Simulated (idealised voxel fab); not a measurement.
You're looking at the process module voxel trench capacitor.
It is cross-section cut that appears here, measuring 260 nm in width, its square cells being 5 nm in size.
Throughout this document, each cross-section is represented as a grid of square cells and is presented as a sequence of bands enumerated from the top downward, where a band comprises one or more rows of cells. It is stipulated that each band's entry specify, in nanometres, the height of the top of the band and then that of its bottom, followed by the materials of the band in left-to-right sequence, each together with its width in nanometres. A single material marked by the word "full width" is understood to fill the band from edge to edge; the word "air" is understood to denote empty space. All heights in this document are referenced to 0, defined as the level beneath which the wafer, as received, consists entirely of one material. The lowest band is not bounded below; it extends indefinitely downward and is written in the form "0..down". Top row gets the first number, bottom row gets the second, and each row in between changes by the same step: that is how a band width like "30 to 40" works. "identical to before" (step): cross-section cells unchanged, all of them. The entry "Sealed cavities" lists the empty spaces that cover at least 8 cells and have no open path to the top. Each is written as width x height at distance, where the distance is measured from the left edge and all three values are in nm. Whatever follows a step's settings on its line is a remark the simulator itself makes about that step. The setting "overlay nm" may be written on the line of a step. When the step uses a mask, the value reports how far to the right of the planned place the mask lay, and a negative value reports that it lay to the left.
**The steps planned for the process are as follows**
- 1: RECEIVE, material Si
- 2: CONFORMAL_DEP, material SiN, thk nm 5
- 3: MASKED_ETCH, tone open, mask id TRENCH, width nm 30, pitch nm 45, etch materials SiN, depth nm 5, overlay nm 0
- 4: MASKED_ETCH, tone open, mask id TRENCH, width nm 30, pitch nm 45, etch materials Si, depth nm 40, overlay nm 0
- 5: CONFORMAL_DEP, material Al2O3, thk nm 5
- 6: CONFORMAL_DEP, material TiN, thk nm 5
- 7: FILL_DEP, material W, thk nm 5
- 8: CMP, height nm 5
**Incoming wafer in cross-section (state: after step 1)**
* 0..down | Si full width
* Sealed cavities: none
**The first of the two wafers as seen in cross-section once the module was finished; processing followed the plan**
* 5..0 | SiN=70 / Al2O3=5 / TiN=5 / W=10 / TiN=5 / Al2O3=5 / SiN=15 / Al2O3=5 / TiN=5 / W=10 / TiN=5 / Al2O3=5 / SiN=15 / Al2O3=5 / TiN=5 / W=10 / TiN=5 / Al2O3=5 / SiN=70
* 0..-30 | Si=70 / Al2O3=5 / TiN=5 / W=10 / TiN=5 / Al2O3=5 / Si=15 / Al2O3=5 / TiN=5 / W=10 / TiN=5 / Al2O3=5 / Si=15 / Al2O3=5 / TiN=5 / W=10 / TiN=5 / Al2O3=5 / Si=70
* -30..-35 | Si=70 / Al2O3=5 / TiN=20 / Al2O3=5 / Si=15 / Al2O3=5 / TiN=20 / Al2O3=5 / Si=15 / Al2O3=5 / TiN=20 / Al2O3=5 / Si=70
* -35..-40 | Si=70 / Al2O3=30 / Si=15 / Al2O3=30 / Si=15 / Al2O3=30 / Si=70
* -40..down | Si full width
* Sealed cavities: none
**Cross-section at end of module for the second wafer of two, which matched the first in starting point and plan and differed by one mistake in its processing**
* 5..0 | Al2O3=75 / TiN=5 / W=10 / TiN=5 / Al2O3=25 / TiN=5 / W=10 / TiN=5 / Al2O3=25 / TiN=5 / W=10 / TiN=5 / Al2O3=75
* 0..-30 | Si=70 / Al2O3=5 / TiN=5 / W=10 / TiN=5 / Al2O3=5 / Si=15 / Al2O3=5 / TiN=5 / W=10 / TiN=5 / Al2O3=5 / Si=15 / Al2O3=5 / TiN=5 / W=10 / TiN=5 / Al2O3=5 / Si=70
* -30..-35 | Si=70 / Al2O3=5 / TiN=20 / Al2O3=5 / Si=15 / Al2O3=5 / TiN=20 / Al2O3=5 / Si=15 / Al2O3=5 / TiN=20 / Al2O3=5 / Si=70
* -35..-40 | Si=70 / Al2O3=30 / Si=15 / Al2O3=30 / Si=15 / Al2O3=30 / Si=70
* -40..down | Si full width
* Sealed cavities: none
Against the plan, the run slipped here: step 2 of the plan was bypassed and not carried out
In the final state, the cell counts of the second wafer exceed or fall short of those of the first for the following materials: Al2O3 +34; SiN -34
